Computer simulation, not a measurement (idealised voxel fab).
process module | voxel plated lines
cross-section cut | 140 nm wide | cells 5 nm
A cross-section is a grid of square cells, given in bands from the top down. A band is one or more rows of cells.
Each band's line starts with the height of the band's top and of its bottom, in nm. Then come its materials from left to right, each with its width in nm. One material with "throughout" fills the band from edge to edge. "air" is empty space.
Height 0 is the level under which the wafer as received is all one material. The lowest band goes on downwards, as in "0 down".
A width such as "30 to 40" changes by the same amount from each row of cells to the next, from the band's top row to its bottom row.
"no change" after a step means that no cell of the cross-section changed.
closed voids: empty space of 8 cells or more with no open way to the top, each as width x height at its distance from the left edge, in nm
after a step's settings: what the simulator itself notes on the step
overlay nm, on a step with a mask: how far to the right of its planned place the mask lay; to the left if negative
plan
1 op RECEIVE | material Si
2 op CONFORMAL_DEP | material Al2O3 | thk nm 5
3 op DIRECTIONAL_DEP | material TiN | thk nm 5
4 op PATTERN | tone open | mask id LINES | material resist | width nm 20 | pitch nm 35 | thk nm 15 | overlay nm 0
5 op EPI | material Ru | thk nm 5
6 op STRIP | etch materials resist
7 op DIRECTIONAL_ETCH | etch materials TiN | depth nm 5
8 op CONFORMAL_DEP | material SiCN | thk nm 10
first wafer, as planned
as received, after step 1
  0 down: Si throughout
  closed voids: none
after step 2
  5 to 0: Al2O3 throughout
  below 0: unchanged
after step 3
  10 to 5: TiN throughout
  below 5: unchanged
after step 4
  25 to 10: resist 25 | air 20 | resist 15 | air 20 | resist 15 | air 20 | resist 25
  below 10: unchanged
after step 5
  25 to 15: resist 25 | air 20 | resist 15 | air 20 | resist 15 | air 20 | resist 25
  15 to 10: resist 25 | Ru 20 | resist 15 | Ru 20 | resist 15 | Ru 20 | resist 25
  below 10: unchanged
after step 6
  15 to 10: air 25 | Ru 20 | air 15 | Ru 20 | air 15 | Ru 20 | air 25
  below 10: unchanged
after step 7
  15 to 10: air 25 | Ru 20 | air 15 | Ru 20 | air 15 | Ru 20 | air 25
  10 to 5: air 25 | TiN 20 | air 15 | TiN 20 | air 15 | TiN 20 | air 25
  below 5: unchanged
after step 8
  25 to 15: air 15 | SiCN 110 | air 15
  15 to 10: SiCN 25 | Ru 20 | SiCN 15 | Ru 20 | SiCN 15 | Ru 20 | SiCN 25
  10 to 5: SiCN 25 | TiN 20 | SiCN 15 | TiN 20 | SiCN 15 | TiN 20 | SiCN 25
  below 5: unchanged
second wafer: like start, like plan, one mistake. Through step 1 it matches the first wafer
when step 2 should have ended
  5 to 0: TiN throughout
  below 0: unchanged
when step 3 should have ended
  10 to 5: Al2O3 throughout
  below 5: unchanged
when step 4 should have ended
  25 to 10: resist 25 | air 20 | resist 15 | air 20 | resist 15 | air 20 | resist 25
  below 10: unchanged
when step 5 should have ended: no change
when step 6 should have ended
  10 to 5: Al2O3 throughout
  below 5: unchanged
when step 7 should have ended: no change
when step 8 should have ended
  20 to 10: SiCN throughout
  below 10: unchanged
what went wrong: steps 2 and 3 were swapped
at the end the second wafer has, in cells: 12 fewer of Ru | 20 fewer of SiCN | 16 more of TiN
